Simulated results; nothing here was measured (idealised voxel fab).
Process module name: voxel ribs on slabs
We display cut, a cross-section 230 nm in width whose square cells are each 5 nm.
Square cells in a grid make up a cross-section in this document, and the grid is given as bands, listed from the top down, each one or more rows of cells. The band entry comprises the height of the band's top followed by the height of its bottom, expressed in nm, and subsequently the band's materials from left to right, each stated together with its width in nm. Where a single material is marked with the word "all across", that material fills the band from edge to edge. The word "empty" represents empty space. Height reference: 0 = level under which incoming wafer is all one material. Lowest band: no bottom, runs on downward, e.g. "0..down". Width: "30..40" (first number = top row, second number = bottom row, same change from row to row of cells). Step note "remained unchanged" = no cross-section cell changed. Closed-off voids of 8+ cells (no open route to the top) go in "Fully sealed cavities", written width x height at distance from the left edge, in nm. Note: text after step settings on the step line = simulator remark on that step. overlay nm: how far to the right of its planned place the mask lay on this masked step (negative: to the left).

Set out below are the planned steps of the process:
step 1: RECEIVE [material Si]
step 2: DIRECTIONAL_DEP [material SiO2] [thk nm 20]
step 3: DIRECTIONAL_DEP [material polySi] [thk nm 20]
step 4: DIRECTIONAL_DEP [material aC] [thk nm 10]
step 5: PATTERN [tone cover] [mask id RIB] [material resist] [width nm 25] [thk nm 30] [overlay nm 0]
step 6: DIRECTIONAL_ETCH [etch materials aC] [depth nm 10]
step 7: STRIP [etch materials resist]
step 8: DIRECTIONAL_ETCH [etch materials polySi] [depth nm 5]
step 9: STRIP [etch materials aC]
step 10: MASKED_ETCH [tone cover] [mask id SLAB] [width nm 65] [etch materials polySi] [depth nm 15] [overlay nm 0]
step 11: FILL_DEP [material SiO2] [thk nm 20]
step 12: CMP [height nm 55]
step 13: DIRECTIONAL_DEP [material W] [thk nm 5]
step 14: PATTERN [tone cover] [mask id HEATER] [material resist] [width nm 35] [thk nm 20] [overlay nm 0]
step 15: DIRECTIONAL_ETCH [etch materials W] [depth nm 5]
step 16: STRIP [etch materials resist]
step 17: CONFORMAL_DEP [material SiO2] [thk nm 5]

So this is the incoming wafer in cross-section - it's already been through step 1:
0..down = Si all across
Fully sealed cavities: none

Module complete - cross-section of the first of two wafers, run according to plan:
65..60 = empty 90 nm / SiO2 45 nm / empty 95 nm
60..55 = SiO2 95 nm / W 35 nm / SiO2 100 nm
55..40 = SiO2 all across
40..35 = SiO2 100 nm / polySi 25 nm / SiO2 105 nm
35..20 = SiO2 80 nm / polySi 65 nm / SiO2 85 nm
20..0 = SiO2 all across
0..down = Si all across
Fully sealed cavities: none

Wafer two, sectioned after the module: the first wafer's start, the first wafer's plan, and one mistake in how it was run:
65..60 = SiO2 100 nm / empty 25 nm / SiO2 105 nm
60..55 = W 95 nm / SiO2 35 nm / W 100 nm
55..40 = SiO2 all across
40..35 = SiO2 100 nm / polySi 25 nm / SiO2 105 nm
35..20 = SiO2 80 nm / polySi 65 nm / SiO2 85 nm
20..0 = SiO2 all across
0..down = Si all across
Fully sealed cavities: none
The mistake made against the process plan was this: off-plan run, step 14, actual operation and settings PATTERN [tone open] [mask id HEATER] [material resist] [width nm 35] [thk nm 20] [overlay nm 0]
Final wafer comparison in cells, second versus first, more or fewer per material: W: 32 more
